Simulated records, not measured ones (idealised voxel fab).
process module | voxel released beams
cross-section cut | 265 nm wide | cells 5 nm
A cross-section is a grid of square cells, given in bands from the top down. A band is one or more rows of cells.
Each band's line starts with the height of the band's top and of its bottom, in nm. Then come its materials from left to right, each with its width in nm. One material with "throughout" fills the band from edge to edge. "air" is empty space.
Height 0 is the level under which the wafer as received is all one material. The lowest band goes on downwards, as in "0 down".
A width such as "30 to 40" changes by the same amount from each row of cells to the next, from the band's top row to its bottom row.
"no change" after a step means that no cell of the cross-section changed.
closed voids: empty space of 8 cells or more with no open way to the top, each as width x height at its distance from the left edge, in nm
after a step's settings: what the simulator itself notes on the step
overlay nm, on a step with a mask: how far to the right of its planned place the mask lay; to the left if negative
plan
1 op RECEIVE | material Si
2 op CONFORMAL_DEP | material SiN | thk nm 10
3 op DIRECTIONAL_DEP | material SiO2 | thk nm 15
4 op DIRECTIONAL_DEP | material aC | thk nm 15
5 op PATTERN | tone open | mask id ANCHOR | material resist | width nm 25 | thk nm 35 | overlay nm 0
6 op DIRECTIONAL_ETCH | etch materials aC | depth nm 15
7 op STRIP | etch materials resist
8 op DIRECTIONAL_ETCH | etch materials SiO2 | depth nm 15
9 op STRIP | etch materials aC
10 op CONFORMAL_DEP | material polySi | thk nm 10
11 op PATTERN | tone cover | mask id BEAM | material resist | width nm 70 | thk nm 20 | overlay nm 0
12 op DIRECTIONAL_ETCH | etch materials polySi | depth nm 10
13 op STRIP | etch materials resist
14 op STRIP | etch materials SiO2
first wafer, as planned
as received, after step 1
  0 down: Si throughout
  closed voids: none
after step 2
  10 to 0: SiN throughout
  below 0: unchanged
after step 3
  25 to 10: SiO2 throughout
  below 10: unchanged
after step 4
  40 to 25: aC throughout
  below 25: unchanged
after step 5
  75 to 40: resist 100 | air 25 | resist 140
  below 40: unchanged
after step 6
  60 to 40: resist 100 | air 25 | resist 140
  40 to 25: aC 100 | air 25 | aC 140
  below 25: unchanged
after step 7
  40 to 25: aC 100 | air 25 | aC 140
  below 25: unchanged
after step 8
  40 to 25: aC 100 | air 25 | aC 140
  25 to 10: SiO2 100 | air 25 | SiO2 140
  below 10: unchanged
after step 9
  25 to 10: SiO2 100 | air 25 | SiO2 140
  below 10: unchanged
after step 10
  35 to 25: polySi 110 | air 5 | polySi 150
  25 to 20: SiO2 100 | polySi 10 | air 5 | polySi 10 | SiO2 140
  20 to 10: SiO2 100 | polySi 25 | SiO2 140
  below 10: unchanged
after step 11
  55 to 35: air 95 | resist 70 | air 100
  35 to 25: polySi 110 | resist 5 | polySi 150
  25 to 20: SiO2 100 | polySi 10 | resist 5 | polySi 10 | SiO2 140
  below 20: unchanged
after step 12
  55 to 35: air 95 | resist 70 | air 100
  35 to 25: air 95 | polySi 15 | resist 5 | polySi 50 | air 100
  below 25: unchanged
after step 13
  35 to 25: air 95 | polySi 15 | air 5 | polySi 50 | air 100
  25 to 20: SiO2 100 | polySi 10 | air 5 | polySi 10 | SiO2 140
  below 20: unchanged
after step 14
  35 to 25: air 95 | polySi 15 | air 5 | polySi 50 | air 100
  25 to 20: air 100 | polySi 10 | air 5 | polySi 10 | air 140
  20 to 10: air 100 | polySi 25 | air 140
  below 10: unchanged
second wafer: like start, like plan, one mistake. Through step 5 it matches the first wafer
when step 6 should have ended
  45 to 40: resist 100 | air 25 | resist 140
  40 to 25: aC 100 | air 25 | aC 140
  below 25: unchanged
when step 7 should have ended
  40 to 25: aC 100 | air 25 | aC 140
  below 25: unchanged
when step 8 should have ended
  40 to 25: aC 100 | air 25 | aC 140
  25 to 10: SiO2 100 | air 25 | SiO2 140
  below 10: unchanged
when step 9 should have ended
  25 to 10: SiO2 100 | air 25 | SiO2 140
  below 10: unchanged
when step 10 should have ended
  35 to 25: polySi 110 | air 5 | polySi 150
  25 to 20: SiO2 100 | polySi 10 | air 5 | polySi 10 | SiO2 140
  20 to 10: SiO2 100 | polySi 25 | SiO2 140
  below 10: unchanged
when step 11 should have ended
  55 to 35: air 95 | resist 70 | air 100
  35 to 25: polySi 110 | resist 5 | polySi 150
  25 to 20: SiO2 100 | polySi 10 | resist 5 | polySi 10 | SiO2 140
  below 20: unchanged
when step 12 should have ended
  55 to 35: air 95 | resist 70 | air 100
  35 to 25: air 95 | polySi 15 | resist 5 | polySi 50 | air 100
  below 25: unchanged
when step 13 should have ended
  35 to 25: air 95 | polySi 15 | air 5 | polySi 50 | air 100
  25 to 20: SiO2 100 | polySi 10 | air 5 | polySi 10 | SiO2 140
  below 20: unchanged
when step 14 should have ended
  35 to 25: air 95 | polySi 15 | air 5 | polySi 50 | air 100
  25 to 20: air 100 | polySi 10 | air 5 | polySi 10 | air 140
  20 to 10: air 100 | polySi 25 | air 140
  below 10: unchanged
what went wrong: step 6 was run twice
at the end the two cross-sections are the same: no effect in what this model computes
